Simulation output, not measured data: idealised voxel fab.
process module | voxel gate over fins
cross-section cut | 255 nm wide | cells 5 nm
A cross-section is a grid of square cells, given in bands from the top down. A band is one or more rows of cells.
Each band's line starts with the height of the band's top and of its bottom, in nm. Then come its materials from left to right, each with its width in nm. One material with "throughout" fills the band from edge to edge. "air" is empty space.
Height 0 is the level under which the wafer as received is all one material. The lowest band goes on downwards, as in "0 down".
A width such as "30 to 40" changes by the same amount from each row of cells to the next, from the band's top row to its bottom row.
"no change" after a step means that no cell of the cross-section changed.
closed voids: empty space of 8 cells or more with no open way to the top, each as width x height at its distance from the left edge, in nm
after a step's settings: what the simulator itself notes on the step
overlay nm, on a step with a mask: how far to the right of its planned place the mask lay; to the left if negative
plan
1 op RECEIVE | material Si
2 op CONFORMAL_DEP | material SiN | thk nm 10
3 op DIRECTIONAL_DEP | material aC | thk nm 10
4 op PATTERN | tone cover | mask id FINS | material resist | width nm 15 | pitch nm 45 | thk nm 25 | overlay nm 0
5 op DIRECTIONAL_ETCH | etch materials aC | depth nm 10
6 op STRIP | etch materials resist
7 op DIRECTIONAL_ETCH | etch materials SiN | depth nm 10
8 op DIRECTIONAL_ETCH | etch materials Si | depth nm 40
9 op STRIP | etch materials aC
10 op FILL_DEP | material SiO2 | thk nm 5
11 op CMP | height nm 10
12 op SELECTIVE_ETCH | etch materials SiO2 | depth nm 25
13 op STRIP | etch materials SiN
14 op CONFORMAL_DEP | material HfO2 | thk nm 5
15 op CONFORMAL_DEP | material TiN | thk nm 5
16 op FILL_DEP | material W | thk nm 15
17 op CMP | height nm 20
18 op CONFORMAL_DEP | material SiN | thk nm 5
varied across the wafers: width nm of step 4. The plan shows the first wafer's value. All wafers start alike
first wafer as received, after step 1
  0 down: Si throughout
  closed voids: none
each wafer at the end: cells of each material gained (+) or lost (-) since it was received, then its closed voids
width nm 15 | +69 HfO2 | -336 Si | +51 SiN | +210 SiO2 | +69 TiN | +192 W | closed voids: none
width nm 20 | +69 HfO2 | -312 Si | +51 SiN | +195 SiO2 | +69 TiN | +183 W | closed voids: none
width nm 25 | +69 HfO2 | -288 Si | +51 SiN | +180 SiO2 | +69 TiN | +174 W | closed voids: none
width nm 30 | +69 HfO2 | -264 Si | +51 SiN | +165 SiO2 | +63 TiN | +171 W | closed voids: none
